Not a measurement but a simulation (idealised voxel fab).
Process module, titled voxel fin reveal
FYI the section here is cut, 270 nm wide, cells are 5 nm squares.
Cross-section, as written here: a square-cell grid given band by band from the top down, where a band holds one or more rows of cells.
For a band, the entry starts with two heights in nm, that of the top and then that of the bottom, and carries on with the band's materials in order from left to right, each alongside its width in nm; the word "all across" beside a single material means it fills the band edge to edge, and "blank" means empty space.
Below 0: as-received wafer, all one material; heights counted from there. Lowest band: no bottom, goes on down, written "0 and below".
So if you see something like "30 to 40" for the width, read it as the top row of the band sitting at the first number and the bottom row at the second, with every row in between moving by the same amount as the last.
"nothing different" for a step: no cell of the cross-section changed in that step.
"Internal closed voids" means: voids of 8 cells or more that are shut off from the top with no open way through. Written width x height at distance, distance from the left edge, in nm.
If you see something after the settings on a step's line, that's the simulator's own remark about that step.
You can add "overlay nm" to a step's line. For a step with a mask, it describes how far the mask lay to the right of its planned position, and a negative number describes a lay to the left.

Process steps - plan:
1. RECEIVE,material Si
2. CONFORMAL_DEP,material SiN,thk nm 5
3. PATTERN,tone cover,mask id FINS,material resist,width nm 15,pitch nm 40,thk nm 15,overlay nm 0
4. DIRECTIONAL_ETCH,etch materials SiN,depth nm 5
5. DIRECTIONAL_ETCH,etch materials Si,depth nm 40
6. STRIP,etch materials resist
7. OXIDIZE,depth nm 5
8. FILL_DEP,material SiO2,thk nm 10
9. CMP,height nm 5
10. SELECTIVE_ETCH,etch materials SiO2,depth nm 30
11. STRIP,etch materials SiN

Concerning the first of two wafers, which was run in accordance with the plan:

Incoming wafer in cross-section (state: after step 1):
> 0 and below | Si all across
> Internal closed voids: none

How the wafer stands in section after step 2:
> 5 down to 0 | SiN all across
> Heights below 0 show no change.

How the wafer stands in section after step 3:
> 20 down to 5 | blank (65)  resist (15)  blank (25)  resist (15)  blank (25)  resist (15)  blank (25)  resist (15)  blank (70)
> Heights below 5 show no change.

How the wafer stands in section after step 4:
> 20 down to 5 | blank (65)  resist (15)  blank (25)  resist (15)  blank (25)  resist (15)  blank (25)  resist (15)  blank (70)
> 5 down to 0 | blank (65)  SiN (15)  blank (25)  SiN (15)  blank (25)  SiN (15)  blank (25)  SiN (15)  blank (70)
> Heights below 0 show no change.

How the wafer stands in section after step 5:
> 20 down to 5 | blank (65)  resist (15)  blank (25)  resist (15)  blank (25)  resist (15)  blank (25)  resist (15)  blank (70)
> 5 down to 0 | blank (65)  SiN (15)  blank (25)  SiN (15)  blank (25)  SiN (15)  blank (25)  SiN (15)  blank (70)
> 0 down to -40 | blank (65)  Si (15)  blank (25)  Si (15)  blank (25)  Si (15)  blank (25)  Si (15)  blank (70)
> Heights below -40 show no change.

How the wafer stands in section after step 6:
> 5 down to 0 | blank (65)  SiN (15)  blank (25)  SiN (15)  blank (25)  SiN (15)  blank (25)  SiN (15)  blank (70)
> Heights below 0 show no change.

How the wafer stands in section after step 7:
> 5 down to 0 | blank (65)  SiN (15)  blank (25)  SiN (15)  blank (25)  SiN (15)  blank (25)  SiN (15)  blank (70)
> 0 down to -40 | blank (65)  SiO2 (5)  Si (5)  SiO2 (5)  blank (25)  SiO2 (5)  Si (5)  SiO2 (5)  blank (25)  SiO2 (5)  Si (5)  SiO2 (5)  blank (25)  SiO2 (5)  Si (5)  SiO2 (5)  blank (70)
> -40 down to -45 | SiO2 (70)  Si (5)  SiO2 (35)  Si (5)  SiO2 (35)  Si (5)  SiO2 (35)  Si (5)  SiO2 (75)
> Heights below -45 show no change.

How the wafer stands in section after step 8:
> 15 down to 5 | SiO2 all across
> 5 down to 0 | SiO2 (65)  SiN (15)  SiO2 (25)  SiN (15)  SiO2 (25)  SiN (15)  SiO2 (25)  SiN (15)  SiO2 (70)
> 0 down to -45 | SiO2 (70)  Si (5)  SiO2 (35)  Si (5)  SiO2 (35)  Si (5)  SiO2 (35)  Si (5)  SiO2 (75)
> Heights below -45 show no change.

How the wafer stands in section after step 9:
> 5 down to 0 | SiO2 (65)  SiN (15)  SiO2 (25)  SiN (15)  SiO2 (25)  SiN (15)  SiO2 (25)  SiN (15)  SiO2 (70)
> Heights below 0 show no change.

How the wafer stands in section after step 10:
> 5 down to 0 | blank (65)  SiN (15)  blank (25)  SiN (15)  blank (25)  SiN (15)  blank (25)  SiN (15)  blank (70)
> 0 down to -25 | blank (70)  Si (5)  blank (35)  Si (5)  blank (35)  Si (5)  blank (35)  Si (5)  blank (75)
> Heights below -25 show no change.

How the wafer stands in section after step 11:
> 0 down to -25 | blank (70)  Si (5)  blank (35)  Si (5)  blank (35)  Si (5)  blank (35)  Si (5)  blank (75)
> Heights below -25 show no change.

Companion wafer, the second of two: same beginning, same intended sequence, one mistake in carrying it out; through step 2 inclusive it tracks the first exactly:

Second wafer cross-section, taken as of the time the plan sets for step 3 to be done:
> 20 down to 5 | blank (60)  resist (15)  blank (25)  resist (15)  blank (25)  resist (15)  blank (25)  resist (15)  blank (75)
> Heights below 5 show no change.

Second wafer cross-section, taken as of the time the plan sets for step 4 to be done:
> 20 down to 5 | blank (60)  resist (15)  blank (25)  resist (15)  blank (25)  resist (15)  blank (25)  resist (15)  blank (75)
> 5 down to 0 | blank (60)  SiN (15)  blank (25)  SiN (15)  blank (25)  SiN (15)  blank (25)  SiN (15)  blank (75)
> Heights below 0 show no change.

Second wafer cross-section, taken as of the time the plan sets for step 5 to be done:
> 20 down to 5 | blank (60)  resist (15)  blank (25)  resist (15)  blank (25)  resist (15)  blank (25)  resist (15)  blank (75)
> 5 down to 0 | blank (60)  SiN (15)  blank (25)  SiN (15)  blank (25)  SiN (15)  blank (25)  SiN (15)  blank (75)
> 0 down to -40 | blank (60)  Si (15)  blank (25)  Si (15)  blank (25)  Si (15)  blank (25)  Si (15)  blank (75)
> Heights below -40 show no change.

Second wafer cross-section, taken as of the time the plan sets for step 6 to be done:
> 5 down to 0 | blank (60)  SiN (15)  blank (25)  SiN (15)  blank (25)  SiN (15)  blank (25)  SiN (15)  blank (75)
> Heights below 0 show no change.

Second wafer cross-section, taken as of the time the plan sets for step 7 to be done:
> 5 down to 0 | blank (60)  SiN (15)  blank (25)  SiN (15)  blank (25)  SiN (15)  blank (25)  SiN (15)  blank (75)
> 0 down to -40 | blank (60)  SiO2 (5)  Si (5)  SiO2 (5)  blank (25)  SiO2 (5)  Si (5)  SiO2 (5)  blank (25)  SiO2 (5)  Si (5)  SiO2 (5)  blank (25)  SiO2 (5)  Si (5)  SiO2 (5)  blank (75)
> -40 down to -45 | SiO2 (65)  Si (5)  SiO2 (35)  Si (5)  SiO2 (35)  Si (5)  SiO2 (35)  Si (5)  SiO2 (80)
> Heights below -45 show no change.

Second wafer cross-section, taken as of the time the plan sets for step 8 to be done:
> 15 down to 5 | SiO2 all across
> 5 down to 0 | SiO2 (60)  SiN (15)  SiO2 (25)  SiN (15)  SiO2 (25)  SiN (15)  SiO2 (25)  SiN (15)  SiO2 (75)
> 0 down to -45 | SiO2 (65)  Si (5)  SiO2 (35)  Si (5)  SiO2 (35)  Si (5)  SiO2 (35)  Si (5)  SiO2 (80)
> Heights below -45 show no change.

Second wafer cross-section, taken as of the time the plan sets for step 9 to be done:
> 5 down to 0 | SiO2 (60)  SiN (15)  SiO2 (25)  SiN (15)  SiO2 (25)  SiN (15)  SiO2 (25)  SiN (15)  SiO2 (75)
> Heights below 0 show no change.

Second wafer cross-section, taken as of the time the plan sets for step 10 to be done:
> 5 down to 0 | blank (60)  SiN (15)  blank (25)  SiN (15)  blank (25)  SiN (15)  blank (25)  SiN (15)  blank (75)
> 0 down to -25 | blank (65)  Si (5)  blank (35)  Si (5)  blank (35)  Si (5)  blank (35)  Si (5)  blank (80)
> Heights below -25 show no change.

Second wafer cross-section, taken as of the time the plan sets for step 11 to be done:
> 0 down to -25 | blank (65)  Si (5)  blank (35)  Si (5)  blank (35)  Si (5)  blank (35)  Si (5)  blank (80)
> Heights below -25 show no change.
Against the plan, the run slipped here: step 3 deviated from plan and actually ran as PATTERN,tone cover,mask id FINS,material resist,width nm 15,pitch nm 40,thk nm 15,overlay nm -5
Upon completion, the cell count for each material on the second wafer equals that on the first, whereas the spatial distribution of those cells differs.
